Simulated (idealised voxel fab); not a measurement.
Process module, titled voxel transistor to metal
Cross-section cut spans 165 nm and uses square cells 5 nm in size.
Square cells in a grid make up a cross-section in this document, and the grid is given as bands, listed from the top down, each one or more rows of cells. The band entry comprises the height of the band's top followed by the height of its bottom, expressed in nm, and subsequently the band's materials from left to right, each stated together with its width in nm. Where a single material is marked with the word "everywhere", that material fills the band from edge to edge. The word "empty" represents empty space. Counting heights begins at 0, where everything beneath is, in the wafer as received, one material. The lowest band has no bottom; it goes on downwards, as "0 down" shows. Quick explanation for "30..40": the width changes in equal steps down the rows of cells, from the first number in the band's top row to the second number in its bottom row. "everything unchanged" (step): cross-section cells unchanged, all of them. Listed in "Voids, enclosed": every empty space of 8 or more cells without an open way to the top. Form: width x height at distance, the distance being from the left edge, all in nm. Anything after a step's settings on that line? It's the simulator's own note about the step. Steps that use a mask can have "overlay nm" on their line. It says how far the mask sat to the right of where it was meant to be. Negative means to the left.

[plan]
step 1: RECEIVE with material Si
step 2: OXIDIZE with depth nm 5
step 3: CONFORMAL_DEP with material SiN, thk nm 10
step 4: MASKED_ETCH with tone cover, mask id ACTIVE, width nm 110, etch materials SiN, depth nm 10, overlay nm 0
step 5: MASKED_ETCH with tone cover, mask id ACTIVE, width nm 110, etch materials SiO2, depth nm 5, overlay nm 0
step 6: MASKED_ETCH with tone cover, mask id ACTIVE, width nm 110, etch materials Si, depth nm 25, overlay nm 0
step 7: OXIDIZE with depth nm 5
step 8: FILL_DEP with material SiO2, thk nm 15
step 9: CMP with height nm 10
step 10: SELECTIVE_ETCH with etch materials SiO2, depth nm 5
step 11: STRIP with etch materials SiN
step 12: SELECTIVE_ETCH with etch materials SiO2, depth nm 5
step 13: OXIDIZE with depth nm 5
step 14: DIRECTIONAL_DEP with material polySi, thk nm 30
step 15: DIRECTIONAL_DEP with material SiCN, thk nm 15
step 16: PATTERN with tone cover, mask id GATE, material resist, width nm 30, thk nm 15, overlay nm 0
step 17: DIRECTIONAL_ETCH with etch materials SiCN, depth nm 25
step 18: DIRECTIONAL_ETCH with etch materials polySi, depth nm 40
step 19: STRIP with etch materials resist
step 20: CONFORMAL_DEP with material SiO2, thk nm 5
step 21: DIRECTIONAL_ETCH with etch materials SiO2, depth nm 5
step 22: CONFORMAL_DEP with material SiN, thk nm 10
step 23: DIRECTIONAL_ETCH with etch materials SiN, depth nm 10
step 24: DIRECTIONAL_ETCH with etch materials SiO2, depth nm 5
step 25: DIRECTIONAL_ETCH with etch materials Si, depth nm 5
step 26: EPI with material pSi, thk nm 10
step 27: FILL_DEP with material SiO2, thk nm 10
step 28: CMP with height nm 25
step 29: STRIP with etch materials polySi
step 30: SELECTIVE_ETCH with etch materials SiO2, depth nm 5
step 31: CONFORMAL_DEP with material HfO2, thk nm 5
step 32: CONFORMAL_DEP with material TiN, thk nm 5
step 33: FILL_DEP with material W, thk nm 5
step 34: CMP with height nm 20
step 35: DIRECTIONAL_DEP with material SiO2, thk nm 10
step 36: PATTERN with tone open, mask id CONTACT, material resist, width nm 15, pitch nm 75, thk nm 20, overlay nm 0
step 37: DIRECTIONAL_ETCH with etch materials SiO2, depth nm 30
step 38: STRIP with etch materials resist
step 39: CONFORMAL_DEP with material TiN, thk nm 5
step 40: FILL_DEP with material Ru, thk nm 10
step 41: CMP with height nm 30
step 42: DIRECTIONAL_DEP with material TiN, thk nm 5
step 43: DIRECTIONAL_DEP with material W, thk nm 15
step 44: PATTERN with tone cover, mask id METAL_1, material resist, width nm 15, pitch nm 75, thk nm 20, overlay nm 0
step 45: DIRECTIONAL_ETCH with etch materials W, depth nm 15
step 46: DIRECTIONAL_ETCH with etch materials TiN, depth nm 5
step 47: STRIP with etch materials resist
step 48: FILL_DEP with material lowk, thk nm 5
step 49: CMP with height nm 50
step 50: CONFORMAL_DEP with material SiCN, thk nm 5
The value of width nm given for step 44 in the plan refers to the first wafer; the wafers vary in this setting and are alike at the start.

[Cross-section of the first of several received wafers, showing its state after step 1]
- 0 down = Si everywhere
- Voids, enclosed: none

[For your reference, the table is organized with a row per wafer; each row reflects the wafer at the end of the module, indicating for each material the cells gained (+) or lost (-) since receipt, and thereafter its closed voids]
width nm 15 | +18 HfO2 | +10 Ru | -137 Si | +33 SiCN | +24 SiN | +209 SiO2 | +46 TiN | +34 W | +108 lowk | +18 pSi | Voids, enclosed: none
width nm 20 | +18 HfO2 | +10 Ru | -137 Si | +33 SiCN | +24 SiN | +209 SiO2 | +48 TiN | +40 W | +100 lowk | +18 pSi | Voids, enclosed: none
width nm 25 | +18 HfO2 | +10 Ru | -137 Si | +33 SiCN | +24 SiN | +209 SiO2 | +50 TiN | +46 W | +92 lowk | +18 pSi | Voids, enclosed: none
width nm 30 | +18 HfO2 | +10 Ru | -137 Si | +33 SiCN | +24 SiN | +209 SiO2 | +52 TiN | +52 W | +84 lowk | +18 pSi | Voids, enclosed: none
